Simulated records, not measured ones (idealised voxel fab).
The process module presented herein is designated voxel tone inversion.
The figure presents cross-section cut, which has a width of 215 nm and is divided into square cells with an edge length of 5 nm.
When this document writes out a cross-section, it uses a grid of square cells and lists it as bands, beginning at the top and moving down, with a band standing for one or more rows of cells. Read a band's entry like this: the first values are the height of its top and the height of its bottom in nm, and what follows is the sequence of materials from left to right, each with its width in nm. Note that "blank" is empty space, and that a single material marked "throughout" reaches across the band from edge to edge. Counting heights begins at 0, where everything beneath is, in the wafer as received, one material. The lowest band has no bottom; it goes on downwards, as "0..down" shows. Read "30 to 40" as a graded width: first number on top, second number at the bottom, same change between each pair of neighbouring rows. Basically "changes: none" means that step didn't change any cell in the cross-section. For the entry "Enclosed cavities", the listed items are empty spaces with no open way to the top whose size is 8 cells or more; each item follows the pattern width x height at distance, where distance is from the left edge and all three are in nm. after a step's settings: what the simulator itself notes on the step. overlay nm: step with mask; distance mask lay right of planned place; negative value = left of planned place. Structure of the following material. The material consists of pairs of cross-sections. Each pair comprises the cross-section before one process step and the cross-section after that step, the latter shown only down to the lowest band that changed. The step between the cross-sections is specified beneath each pair, including its settings. Pairs are not necessarily consecutive: they may derive from different runs of this module performed on the same starting wafer. Continuity with the pair above is to be assumed only where the entry headed "Pre-process cross-section" of the pair in question states it.
Pre-process cross-section:
  0..down = Si throughout
  Enclosed cavities: none
Section, Post-Step:
  5..0 = SiN throughout
  Everything under 0 stays put, no change at all.
  Enclosed cavities: none
The process step bridging the two cross-sections above: CONFORMAL_DEP, material SiN, thk nm 5
Pre-process cross-section: no separate figure, the pair right above already shows it after its step.
Section, Post-Step:
  20..5 = polySi throughout
  Everything under 5 stays put, no change at all.
  Enclosed cavities: none
The process step bridging the two cross-sections above: DIRECTIONAL_DEP, material polySi, thk nm 15
Pre-process cross-section: no separate figure, the pair right above already shows it after its step.
Section, Post-Step:
  40..20 = 35 of blank  20 of resist  20 of blank  20 of resist  20 of blank  20 of resist  20 of blank  20 of resist  40 of blank
  Everything under 20 stays put, no change at all.
  Enclosed cavities: none
The process step bridging the two cross-sections above: PATTERN, tone cover, mask id POSTS, material resist, width nm 20, pitch nm 40, thk nm 20, overlay nm 0
Pre-process cross-section: no separate figure, the pair right above already shows it after its step.
Section, Post-Step:
  40..20 = 35 of blank  20 of resist  20 of blank  20 of resist  20 of blank  20 of resist  20 of blank  20 of resist  40 of blank
  20..5 = 35 of blank  20 of polySi  20 of blank  20 of polySi  20 of blank  20 of polySi  20 of blank  20 of polySi  40 of blank
  Everything under 5 stays put, no change at all.
  Enclosed cavities: none
The process step bridging the two cross-sections above: DIRECTIONAL_ETCH, etch materials polySi, depth nm 15
Pre-process cross-section: no separate figure, the pair right above already shows it after its step.
Section, Post-Step:
  20..5 = 35 of blank  20 of polySi  20 of blank  20 of polySi  20 of blank  20 of polySi  20 of blank  20 of polySi  40 of blank
  Everything under 5 stays put, no change at all.
  Enclosed cavities: none
The process step bridging the two cross-sections above: STRIP, etch materials resist
Pre-process cross-section: no separate figure, the pair right above already shows it after its step.
Section, Post-Step:
  25..20 = SiO2 throughout
  20..5 = 35 of SiO2  20 of polySi  20 of SiO2  20 of polySi  20 of SiO2  20 of polySi  20 of SiO2  20 of polySi  40 of SiO2
  Everything under 5 stays put, no change at all.
  Enclosed cavities: none
The process step bridging the two cross-sections above: FILL_DEP, material SiO2, thk nm 5
Pre-process cross-section: no separate figure, the pair right above already shows it after its step.
Section, Post-Step:
  20..5 = 35 of SiO2  20 of polySi  20 of SiO2  20 of polySi  20 of SiO2  20 of polySi  20 of SiO2  20 of polySi  40 of SiO2
  Everything under 5 stays put, no change at all.
  Enclosed cavities: none
The process step bridging the two cross-sections above: CMP, height nm 20
Pre-process cross-section: no separate figure, the pair right above already shows it after its step.
Section, Post-Step:
  20..5 = 35 of SiO2  20 of blank  20 of SiO2  20 of blank  20 of SiO2  20 of blank  20 of SiO2  20 of blank  40 of SiO2
  Everything under 5 stays put, no change at all.
  Enclosed cavities: none
The process step bridging the two cross-sections above: STRIP, etch materials polySi
Pre-process cross-section:
  0..down = Si throughout
  Enclosed cavities: none
Section, Post-Step:
  15..0 = polySi throughout
  Everything under 0 stays put, no change at all.
  Enclosed cavities: none
The process step bridging the two cross-sections above: DIRECTIONAL_DEP, material polySi, thk nm 15
Pre-process cross-section: no separate figure, the pair right above already shows it after its step.
Section, Post-Step:
  35..15 = 35 of blank  20 of resist  20 of blank  20 of resist  20 of blank  20 of resist  20 of blank  20 of resist  40 of blank
  Everything under 15 stays put, no change at all.
  Enclosed cavities: none
The process step bridging the two cross-sections above: PATTERN, tone cover, mask id POSTS, material resist, width nm 20, pitch nm 40, thk nm 20, overlay nm 0
Pre-process cross-section: no separate figure, the pair right above already shows it after its step.
Section, Post-Step:
  35..15 = 35 of blank  20 of resist  20 of blank  20 of resist  20 of blank  20 of resist  20 of blank  20 of resist  40 of blank
  15..0 = 35 of blank  20 of polySi  20 of blank  20 of polySi  20 of blank  20 of polySi  20 of blank  20 of polySi  40 of blank
  Everything under 0 stays put, no change at all.
  Enclosed cavities: none
The process step bridging the two cross-sections above: DIRECTIONAL_ETCH, etch materials polySi, depth nm 15
Pre-process cross-section: no separate figure, the pair right above already shows it after its step.
Section, Post-Step:
  15..0 = 35 of blank  20 of polySi  20 of blank  20 of polySi  20 of blank  20 of polySi  20 of blank  20 of polySi  40 of blank
  Everything under 0 stays put, no change at all.
  Enclosed cavities: none
The process step bridging the two cross-sections above: STRIP, etch materials resist
Pre-process cross-section: no separate figure, the pair right above already shows it after its step.
Section, Post-Step:
  20..15 = SiO2 throughout
  15..0 = 35 of SiO2  20 of polySi  20 of SiO2  20 of polySi  20 of SiO2  20 of polySi  20 of SiO2  20 of polySi  40 of SiO2
  Everything under 0 stays put, no change at all.
  Enclosed cavities: none
The process step bridging the two cross-sections above: FILL_DEP, material SiO2, thk nm 5
Pre-process cross-section:
  15..0 = polySi throughout
  0..down = Si throughout
  Enclosed cavities: none
Section, Post-Step:
  20..15 = SiN throughout
  Everything under 15 stays put, no change at all.
  Enclosed cavities: none
The process step bridging the two cross-sections above: CONFORMAL_DEP, material SiN, thk nm 5
Pre-process cross-section: no separate figure, the pair right above already shows it after its step.
Section, Post-Step:
  40..20 = 35 of blank  20 of resist  20 of blank  20 of resist  20 of blank  20 of resist  20 of blank  20 of resist  40 of blank
  Everything under 20 stays put, no change at all.
  Enclosed cavities: none
The process step bridging the two cross-sections above: PATTERN, tone cover, mask id POSTS, material resist, width nm 20, pitch nm 40, thk nm 20, overlay nm 0
Pre-process cross-section: no separate figure, the pair right above already shows it after its step.
Section, Post-Step:
  20..15 = SiN throughout
  Everything under 15 stays put, no change at all.
  Enclosed cavities: none
The process step bridging the two cross-sections above: STRIP, etch materials resist
Pre-process cross-section: no separate figure, the pair right above already shows it after its step.
Section, Post-Step:
  25..20 = SiO2 throughout
  Everything under 20 stays put, no change at all.
  Enclosed cavities: none
The process step bridging the two cross-sections above: FILL_DEP, material SiO2, thk nm 5
Pre-process cross-section: no separate figure, the pair right above already shows it after its step.
Section, Post-Step:
  20..15 = SiN throughout
  Everything under 15 stays put, no change at all.
  Enclosed cavities: none
The process step bridging the two cross-sections above: CMP, height nm 20
Pre-process cross-section:
  25..20 = SiO2 throughout
  20..5 = 35 of SiO2  20 of polySi  20 of SiO2  20 of polySi  20 of SiO2  20 of polySi  20 of SiO2  20 of polySi  40 of SiO2
  5..0 = SiN throughout
  0..down = Si throughout
  Enclosed cavities: none
Section, Post-Step:
  10..5 = 35 of SiO2  20 of polySi  20 of SiO2  20 of polySi  20 of SiO2  20 of polySi  20 of SiO2  20 of polySi  40 of SiO2
  Everything under 5 stays put, no change at all.
  Enclosed cavities: none
The process step bridging the two cross-sections above: CMP, height nm 10
Pre-process cross-section: no separate figure, the pair right above already shows it after its step.
Section, Post-Step:
  10..5 = 35 of SiO2  20 of blank  20 of SiO2  20 of blank  20 of SiO2  20 of blank  20 of SiO2  20 of blank  40 of SiO2
  Everything under 5 stays put, no change at all.
  Enclosed cavities: none
The process step bridging the two cross-sections above: STRIP, etch materials polySi
Pre-process cross-section:
  20..5 = polySi throughout
  5..0 = SiN throughout
  0..down = Si throughout
  Enclosed cavities: none
Section, Post-Step:
  40..20 = 40 of blank  15 of resist  25 of blank  15 of resist  25 of blank  15 of resist  25 of blank  15 of resist  40 of blank
  Everything under 20 stays put, no change at all.
  Enclosed cavities: none
The process step bridging the two cross-sections above: PATTERN, tone cover, mask id POSTS, material resist, width nm 15, pitch nm 40, thk nm 20, overlay nm 0
Pre-process cross-section: no separate figure, the pair right above already shows it after its step.
Section, Post-Step:
  40..20 = 40 of blank  15 of resist  25 of blank  15 of resist  25 of blank  15 of resist  25 of blank  15 of resist  40 of blank
  20..5 = 40 of blank  15 of polySi  25 of blank  15 of polySi  25 of blank  15 of polySi  25 of blank  15 of polySi  40 of blank
  Everything under 5 stays put, no change at all.
  Enclosed cavities: none
The process step bridging the two cross-sections above: DIRECTIONAL_ETCH, etch materials polySi, depth nm 15
Pre-process cross-section: no separate figure, the pair right above already shows it after its step.
Section, Post-Step:
  20..5 = 40 of blank  15 of polySi  25 of blank  15 of polySi  25 of blank  15 of polySi  25 of blank  15 of polySi  40 of blank
  Everything under 5 stays put, no change at all.
  Enclosed cavities: none
The process step bridging the two cross-sections above: STRIP, etch materials resist
Pre-process cross-section: no separate figure, the pair right above already shows it after its step.
Section, Post-Step:
  25..20 = SiO2 throughout
  20..5 = 40 of SiO2  15 of polySi  25 of SiO2  15 of polySi  25 of SiO2  15 of polySi  25 of SiO2  15 of polySi  40 of SiO2
  Everything under 5 stays put, no change at all.
  Enclosed cavities: none
The process step bridging the two cross-sections above: FILL_DEP, material SiO2, thk nm 5
Pre-process cross-section: no separate figure, the pair right above already shows it after its step.
Section, Post-Step:
  20..5 = 40 of SiO2  15 of polySi  25 of SiO2  15 of polySi  25 of SiO2  15 of polySi  25 of SiO2  15 of polySi  40 of SiO2
  Everything under 5 stays put, no change at all.
  Enclosed cavities: none
The process step bridging the two cross-sections above: CMP, height nm 20
Pre-process cross-section: no separate figure, the pair right above already shows it after its step.
Section, Post-Step:
  20..5 = 40 of SiO2  15 of blank  25 of SiO2  15 of blank  25 of SiO2  15 of blank  25 of SiO2  15 of blank  40 of SiO2
  Everything under 5 stays put, no change at all.
  Enclosed cavities: none
The process step bridging the two cross-sections above: STRIP, etch materials polySi
Pre-process cross-section:
  20..5 = polySi throughout
  5..0 = SiN throughout
  0..down = Si throughout
  Enclosed cavities: none
Section, Post-Step:
  40..20 = 45 of blank  20 of resist  20 of blank  20 of resist  20 of blank  20 of resist  20 of blank  20 of resist  30 of blank
  Everything under 20 stays put, no change at all.
  Enclosed cavities: none
The process step bridging the two cross-sections above: PATTERN, tone cover, mask id POSTS, material resist, width nm 20, pitch nm 40, thk nm 20, overlay nm 10
Pre-process cross-section: no separate figure, the pair right above already shows it after its step.
Section, Post-Step:
  40..20 = 45 of blank  20 of resist  20 of blank  20 of resist  20 of blank  20 of resist  20 of blank  20 of resist  30 of blank
  20..5 = 45 of blank  20 of polySi  20 of blank  20 of polySi  20 of blank  20 of polySi  20 of blank  20 of polySi  30 of blank
  Everything under 5 stays put, no change at all.
  Enclosed cavities: none
The process step bridging the two cross-sections above: DIRECTIONAL_ETCH, etch materials polySi, depth nm 15
Pre-process cross-section: no separate figure, the pair right above already shows it after its step.
Section, Post-Step:
  20..5 = 45 of blank  20 of polySi  20 of blank  20 of polySi  20 of blank  20 of polySi  20 of blank  20 of polySi  30 of blank
  Everything under 5 stays put, no change at all.
  Enclosed cavities: none
The process step bridging the two cross-sections above: STRIP, etch materials resist
Pre-process cross-section: no separate figure, the pair right above already shows it after its step.
Section, Post-Step:
  25..20 = SiO2 throughout
  20..5 = 45 of SiO2  20 of polySi  20 of SiO2  20 of polySi  20 of SiO2  20 of polySi  20 of SiO2  20 of polySi  30 of SiO2
  Everything under 5 stays put, no change at all.
  Enclosed cavities: none
The process step bridging the two cross-sections above: FILL_DEP, material SiO2, thk nm 5
Pre-process cross-section: no separate figure, the pair right above already shows it after its step.
Section, Post-Step:
  20..5 = 45 of SiO2  20 of polySi  20 of SiO2  20 of polySi  20 of SiO2  20 of polySi  20 of SiO2  20 of polySi  30 of SiO2
  Everything under 5 stays put, no change at all.
  Enclosed cavities: none
The process step bridging the two cross-sections above: CMP, height nm 20
Pre-process cross-section: no separate figure, the pair right above already shows it after its step.
Section, Post-Step:
  20..5 = 45 of SiO2  20 of blank  20 of SiO2  20 of blank  20 of SiO2  20 of blank  20 of SiO2  20 of blank  30 of SiO2
  Everything under 5 stays put, no change at all.
  Enclosed cavities: none
The process step bridging the two cross-sections above: STRIP, etch materials polySi
Pre-process cross-section:
  20..5 = 35 of SiO2  20 of polySi  20 of SiO2  20 of polySi  20 of SiO2  20 of polySi  20 of SiO2  20 of polySi  40 of SiO2
  5..0 = SiN throughout
  0..down = Si throughout
  Enclosed cavities: none
Section, Post-Step:
  20..5 = 35 of blank  20 of polySi  20 of blank  20 of polySi  20 of blank  20 of polySi  20 of blank  20 of polySi  40 of blank
  Everything under 5 stays put, no change at all.
  Enclosed cavities: none
The process step bridging the two cross-sections above: STRIP, etch materials SiO2
Pre-process cross-section:
  20..5 = polySi throughout
  5..0 = SiN throughout
  0..down = Si throughout
  Enclosed cavities: none
Section, Post-Step:
  40..20 = 35 of resist  20 of blank  20 of resist  20 of blank  20 of resist  20 of blank  20 of resist  20 of blank  40 of resist
  Everything under 20 stays put, no change at all.
  Enclosed cavities: none
The process step bridging the two cross-sections above: PATTERN, tone open, mask id POSTS, material resist, width nm 20, pitch nm 40, thk nm 20, overlay nm 0
Pre-process cross-section: no separate figure, the pair right above already shows it after its step.
Section, Post-Step:
  40..20 = 35 of resist  20 of blank  20 of resist  20 of blank  20 of resist  20 of blank  20 of resist  20 of blank  40 of resist
  20..5 = 35 of polySi  20 of blank  20 of polySi  20 of blank  20 of polySi  20 of blank  20 of polySi  20 of blank  40 of polySi
  Everything under 5 stays put, no change at all.
  Enclosed cavities: none
The process step bridging the two cross-sections above: DIRECTIONAL_ETCH, etch materials polySi, depth nm 15
Pre-process cross-section: no separate figure, the pair right above already shows it after its step.
Section, Post-Step:
  20..5 = 35 of polySi  20 of blank  20 of polySi  20 of blank  20 of polySi  20 of blank  20 of polySi  20 of blank  40 of polySi
  Everything under 5 stays put, no change at all.
  Enclosed cavities: none
The process step bridging the two cross-sections above: STRIP, etch materials resist
Pre-process cross-section: no separate figure, the pair right above already shows it after its step.
Section, Post-Step:
  25..20 = SiO2 throughout
  20..5 = 35 of polySi  20 of SiO2  20 of polySi  20 of SiO2  20 of polySi  20 of SiO2  20 of polySi  20 of SiO2  40 of polySi
  Everything under 5 stays put, no change at all.
  Enclosed cavities: none
The process step bridging the two cross-sections above: FILL_DEP, material SiO2, thk nm 5
Pre-process cross-section: no separate figure, the pair right above already shows it after its step.
Section, Post-Step:
  20..5 = 35 of polySi  20 of SiO2  20 of polySi  20 of SiO2  20 of polySi  20 of SiO2  20 of polySi  20 of SiO2  40 of polySi
  Everything under 5 stays put, no change at all.
  Enclosed cavities: none
The process step bridging the two cross-sections above: CMP, height nm 20
Pre-process cross-section: no separate figure, the pair right above already shows it after its step.
Section, Post-Step:
  20..5 = 35 of blank  20 of SiO2  20 of blank  20 of SiO2  20 of blank  20 of SiO2  20 of blank  20 of SiO2  40 of blank
  Everything under 5 stays put, no change at all.
  Enclosed cavities: none
The process step bridging the two cross-sections above: STRIP, etch materials polySi
